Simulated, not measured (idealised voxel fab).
The process module that follows is named voxel capacitor over wiring.
Cross-sectional view cut (width: 200 nm; square cell size: 5 nm).
Cross-section spec: square-cell grid; bands listed top down; each band is one or more rows. Quick guide to a band line: top height, bottom height (nm) up front; then every material left to right with its width in nm. Only one material and it's marked "full width"? Then it fills the band edge to edge. And "air" just means empty space. A quick word on heights: they are counted from 0, and under that level the wafer as it came to us is one material throughout. The lowest band is different from the rest in having no bottom; it simply continues downward, written as in "0 -> down". A two-number width, for instance "30 to 40", indicates that the width is equal to the first number in the top row of the band and to the second number in the bottom row, and that it changes by a constant amount per row of cells. The cross-section has no changed cell in any step marked "no change occurred". "Fully sealed voids" lists enclosed empty spaces (at least 8 cells, no open path upward to the top), each as width x height at distance from the left edge, in nm. On each step's line, the part that comes after the settings is the simulator's own comment on the step. overlay nm, on a step with a mask: how far to the right of its planned place the mask lay; to the left if negative.
The process steps that were planned are listed below:
1. op RECEIVE | material Si
2. op CONFORMAL_DEP | material SiO2 | thk nm 15
3. op DIRECTIONAL_DEP | material TiN | thk nm 5
4. op DIRECTIONAL_DEP | material Ru | thk nm 15
5. op PATTERN | tone cover | mask id METAL_1 | material resist | width nm 25 | pitch nm 85 | thk nm 15 | overlay nm 0
6. op DIRECTIONAL_ETCH | etch materials Ru | depth nm 15
7. op DIRECTIONAL_ETCH | etch materials TiN | depth nm 5
8. op STRIP | etch materials resist
9. op FILL_DEP | material lowk | thk nm 5
10. op CMP | height nm 35
11. op CONFORMAL_DEP | material SiCN | thk nm 5
12. op DIRECTIONAL_DEP | material SiO2 | thk nm 10
13. op MASKED_ETCH | tone open | mask id PLUG_1 | width nm 15 | etch materials SiO2 | depth nm 10 | overlay nm 0
14. op MASKED_ETCH | tone open | mask id PLUG_1 | width nm 15 | etch materials SiCN | depth nm 5 | overlay nm 0
15. op CONFORMAL_DEP | material TiN | thk nm 5
16. op FILL_DEP | material W | thk nm 5
17. op CMP | height nm 50
18. op DIRECTIONAL_DEP | material TiN | thk nm 10
19. op DIRECTIONAL_DEP | material HfO2 | thk nm 5
20. op DIRECTIONAL_DEP | material TiN | thk nm 5
21. op DIRECTIONAL_DEP | material aC | thk nm 10
22. op PATTERN | tone cover | mask id UPPER_PLATE | material resist | width nm 65 | thk nm 30 | overlay nm 0
23. op DIRECTIONAL_ETCH | etch materials aC | depth nm 10
24. op STRIP | etch materials resist
25. op DIRECTIONAL_ETCH | etch materials TiN | depth nm 5
26. op DIRECTIONAL_ETCH | etch materials HfO2 | depth nm 5
27. op STRIP | etch materials aC
28. op MASKED_ETCH | tone cover | mask id LOWER_PLATE | width nm 75 | etch materials TiN | depth nm 10 | overlay nm 0
29. op FILL_DEP | material SiO2 | thk nm 20
30. op CMP | height nm 85
31. op MASKED_ETCH | tone open | mask id PLUG_2 | width nm 15 | etch materials SiO2 | depth nm 15 | overlay nm 0
32. op CONFORMAL_DEP | material TiN | thk nm 5
33. op FILL_DEP | material Cu | thk nm 5
34. op CMP | height nm 85
35. op CONFORMAL_DEP | material SiN | thk nm 5
The first of two wafers, run as planned:
The cross-section here shows the wafer as received, i.e. in its state after step 1:
    0 -> down | Si full width
    Fully sealed voids: none
After step 2, in cross-section:
    15 -> 0 | SiO2 full width
    Under the height 0 nothing was changed.
After step 3, in cross-section:
    20 -> 15 | TiN full width
    Under the height 15 nothing was changed.
After step 4, in cross-section:
    35 -> 20 | Ru full width
    Under the height 20 nothing was changed.
After step 5, in cross-section:
    50 -> 35 | 45 nm air, then 25 nm resist, then 60 nm air, then 25 nm resist, then 45 nm air
    Under the height 35 nothing was changed.
After step 6, in cross-section:
    50 -> 35 | 45 nm air, then 25 nm resist, then 60 nm air, then 25 nm resist, then 45 nm air
    35 -> 20 | 45 nm air, then 25 nm Ru, then 60 nm air, then 25 nm Ru, then 45 nm air
    Under the height 20 nothing was changed.
After step 7, in cross-section:
    50 -> 35 | 45 nm air, then 25 nm resist, then 60 nm air, then 25 nm resist, then 45 nm air
    35 -> 20 | 45 nm air, then 25 nm Ru, then 60 nm air, then 25 nm Ru, then 45 nm air
    20 -> 15 | 45 nm air, then 25 nm TiN, then 60 nm air, then 25 nm TiN, then 45 nm air
    Under the height 15 nothing was changed.
After step 8, in cross-section:
    35 -> 20 | 45 nm air, then 25 nm Ru, then 60 nm air, then 25 nm Ru, then 45 nm air
    Under the height 20 nothing was changed.
After step 9, in cross-section:
    40 -> 35 | lowk full width
    35 -> 20 | 45 nm lowk, then 25 nm Ru, then 60 nm lowk, then 25 nm Ru, then 45 nm lowk
    20 -> 15 | 45 nm lowk, then 25 nm TiN, then 60 nm lowk, then 25 nm TiN, then 45 nm lowk
    Under the height 15 nothing was changed.
After step 10, in cross-section:
    35 -> 20 | 45 nm lowk, then 25 nm Ru, then 60 nm lowk, then 25 nm Ru, then 45 nm lowk
    Under the height 20 nothing was changed.
After step 11, in cross-section:
    40 -> 35 | SiCN full width
    Under the height 35 nothing was changed.
After step 12, in cross-section:
    50 -> 40 | SiO2 full width
    Under the height 40 nothing was changed.
After step 13, in cross-section:
    50 -> 40 | 55 nm SiO2, then 15 nm air, then 130 nm SiO2
    Under the height 40 nothing was changed.
After step 14, in cross-section:
    50 -> 40 | 55 nm SiO2, then 15 nm air, then 130 nm SiO2
    40 -> 35 | 55 nm SiCN, then 15 nm air, then 130 nm SiCN
    Under the height 35 nothing was changed.
After step 15, in cross-section:
    55 -> 50 | 60 nm TiN, then 5 nm air, then 135 nm TiN
    50 -> 40 | 55 nm SiO2, then 5 nm TiN, then 5 nm air, then 5 nm TiN, then 130 nm SiO2
    40 -> 35 | 55 nm SiCN, then 15 nm TiN, then 130 nm SiCN
    Under the height 35 nothing was changed.
After step 16, in cross-section:
    60 -> 55 | W full width
    55 -> 50 | 60 nm TiN, then 5 nm W, then 135 nm TiN
    50 -> 40 | 55 nm SiO2, then 5 nm TiN, then 5 nm W, then 5 nm TiN, then 130 nm SiO2
    Under the height 40 nothing was changed.
After step 17, in cross-section:
    50 -> 40 | 55 nm SiO2, then 5 nm TiN, then 5 nm W, then 5 nm TiN, then 130 nm SiO2
    Under the height 40 nothing was changed.
After step 18, in cross-section:
    60 -> 50 | TiN full width
    Under the height 50 nothing was changed.
After step 19, in cross-section:
    65 -> 60 | HfO2 full width
    Under the height 60 nothing was changed.
After step 20, in cross-section:
    70 -> 65 | TiN full width
    Under the height 65 nothing was changed.
After step 21, in cross-section:
    80 -> 70 | aC full width
    Under the height 70 nothing was changed.
After step 22, in cross-section:
    110 -> 80 | 55 nm air, then 65 nm resist, then 80 nm air
    Under the height 80 nothing was changed.
After step 23, in cross-section:
    100 -> 80 | 55 nm air, then 65 nm resist, then 80 nm air
    80 -> 70 | 55 nm air, then 65 nm aC, then 80 nm air
    Under the height 70 nothing was changed.
After step 24, in cross-section:
    80 -> 70 | 55 nm air, then 65 nm aC, then 80 nm air
    Under the height 70 nothing was changed.
After step 25, in cross-section:
    80 -> 70 | 55 nm air, then 65 nm aC, then 80 nm air
    70 -> 65 | 55 nm air, then 65 nm TiN, then 80 nm air
    Under the height 65 nothing was changed.
After step 26, in cross-section:
    80 -> 70 | 55 nm air, then 65 nm aC, then 80 nm air
    70 -> 65 | 55 nm air, then 65 nm TiN, then 80 nm air
    65 -> 60 | 55 nm air, then 65 nm HfO2, then 80 nm air
    Under the height 60 nothing was changed.
After step 27, in cross-section:
    70 -> 65 | 55 nm air, then 65 nm TiN, then 80 nm air
    Under the height 65 nothing was changed.
After step 28, in cross-section:
    70 -> 65 | 55 nm air, then 65 nm TiN, then 80 nm air
    65 -> 60 | 55 nm air, then 65 nm HfO2, then 80 nm air
    60 -> 50 | 50 nm air, then 75 nm TiN, then 75 nm air
    Under the height 50 nothing was changed.
After step 29, in cross-section:
    90 -> 70 | SiO2 full width
    70 -> 65 | 55 nm SiO2, then 65 nm TiN, then 80 nm SiO2
    65 -> 60 | 55 nm SiO2, then 65 nm HfO2, then 80 nm SiO2
    60 -> 50 | 50 nm SiO2, then 75 nm TiN, then 75 nm SiO2
    Under the height 50 nothing was changed.
After step 30, in cross-section:
    85 -> 70 | SiO2 full width
    Under the height 70 nothing was changed.
After step 31, in cross-section:
    85 -> 70 | 65 nm SiO2, then 15 nm air, then 120 nm SiO2
    Under the height 70 nothing was changed.
After step 32, in cross-section:
    90 -> 85 | 70 nm TiN, then 5 nm air, then 125 nm TiN
    85 -> 75 | 65 nm SiO2, then 5 nm TiN, then 5 nm air, then 5 nm TiN, then 120 nm SiO2
    75 -> 65 | 65 to 55 nm SiO2, then 15 to 65 nm TiN, then 120 to 80 nm SiO2
    Under the height 65 nothing was changed.
After step 33, in cross-section:
    95 -> 90 | Cu full width
    90 -> 85 | 70 nm TiN, then 5 nm Cu, then 125 nm TiN
    85 -> 75 | 65 nm SiO2, then 5 nm TiN, then 5 nm Cu, then 5 nm TiN, then 120 nm SiO2
    Under the height 75 nothing was changed.
After step 34, in cross-section:
    85 -> 75 | 65 nm SiO2, then 5 nm TiN, then 5 nm Cu, then 5 nm TiN, then 120 nm SiO2
    Under the height 75 nothing was changed.
After step 35, in cross-section:
    90 -> 85 | SiN full width
    Under the height 85 nothing was changed.
Second wafer, same starting state and plan as the first, one mistake in the run, identical through step 21:
Look at the second wafer in cross-section at the time step 22 ought to have finished:
    110 -> 80 | 55 nm resist, then 65 nm air, then 80 nm resist
    Under the height 80 nothing was changed.
Look at the second wafer in cross-section at the time step 23 ought to have finished:
    100 -> 80 | 55 nm resist, then 65 nm air, then 80 nm resist
    80 -> 70 | 55 nm aC, then 65 nm air, then 80 nm aC
    Under the height 70 nothing was changed.
Look at the second wafer in cross-section at the time step 24 ought to have finished:
    80 -> 70 | 55 nm aC, then 65 nm air, then 80 nm aC
    Under the height 70 nothing was changed.
Look at the second wafer in cross-section at the time step 25 ought to have finished:
    80 -> 70 | 55 nm aC, then 65 nm air, then 80 nm aC
    70 -> 65 | 55 nm TiN, then 65 nm air, then 80 nm TiN
    Under the height 65 nothing was changed.
Look at the second wafer in cross-section at the time step 26 ought to have finished:
    80 -> 70 | 55 nm aC, then 65 nm air, then 80 nm aC
    70 -> 65 | 55 nm TiN, then 65 nm air, then 80 nm TiN
    65 -> 60 | 55 nm HfO2, then 65 nm air, then 80 nm HfO2
    Under the height 60 nothing was changed.
Look at the second wafer in cross-section at the time step 27 ought to have finished:
    70 -> 65 | 55 nm TiN, then 65 nm air, then 80 nm TiN
    Under the height 65 nothing was changed.
Look at the second wafer in cross-section at the time step 28 ought to have finished:
    70 -> 65 | 50 nm air, then 5 nm TiN, then 65 nm air, then 5 nm TiN, then 75 nm air
    Under the height 65 nothing was changed.
Look at the second wafer in cross-section at the time step 29 ought to have finished:
    90 -> 70 | SiO2 full width
    70 -> 65 | 50 nm SiO2, then 5 nm TiN, then 65 nm SiO2, then 5 nm TiN, then 75 nm SiO2
    65 -> 60 | 55 nm HfO2, then 65 nm SiO2, then 80 nm HfO2
    Under the height 60 nothing was changed.
Look at the second wafer in cross-section at the time step 30 ought to have finished:
    85 -> 70 | SiO2 full width
    Under the height 70 nothing was changed.
Look at the second wafer in cross-section at the time step 31 ought to have finished:
    85 -> 70 | 65 nm SiO2, then 15 nm air, then 120 nm SiO2
    Under the height 70 nothing was changed.
Look at the second wafer in cross-section at the time step 32 ought to have finished:
    90 -> 85 | 70 nm TiN, then 5 nm air, then 125 nm TiN
    85 -> 75 | 65 nm SiO2, then 5 nm TiN, then 5 nm air, then 5 nm TiN, then 120 nm SiO2
    75 -> 70 | 65 nm SiO2, then 15 nm TiN, then 120 nm SiO2
    Under the height 70 nothing was changed.
Look at the second wafer in cross-section at the time step 33 ought to have finished:
    95 -> 90 | Cu full width
    90 -> 85 | 70 nm TiN, then 5 nm Cu, then 125 nm TiN
    85 -> 75 | 65 nm SiO2, then 5 nm TiN, then 5 nm Cu, then 5 nm TiN, then 120 nm SiO2
    Under the height 75 nothing was changed.
Look at the second wafer in cross-section at the time step 34 ought to have finished:
    85 -> 75 | 65 nm SiO2, then 5 nm TiN, then 5 nm Cu, then 5 nm TiN, then 120 nm SiO2
    Under the height 75 nothing was changed.
Look at the second wafer in cross-section at the time step 35 ought to have finished:
    90 -> 85 | SiN full width
    Under the height 85 nothing was changed.
Deviation noted in wafer processing: step 22 ran differently from the plan; actual operation with settings: op PATTERN | tone open | mask id UPPER_PLATE | material resist | width nm 65 | thk nm 30 | overlay nm 0
In the final state, the cell counts of the second wafer exceed or fall short of those of the first for the following materials: 14 more of HfO2 | 53 fewer of SiO2 | 39 more of TiN
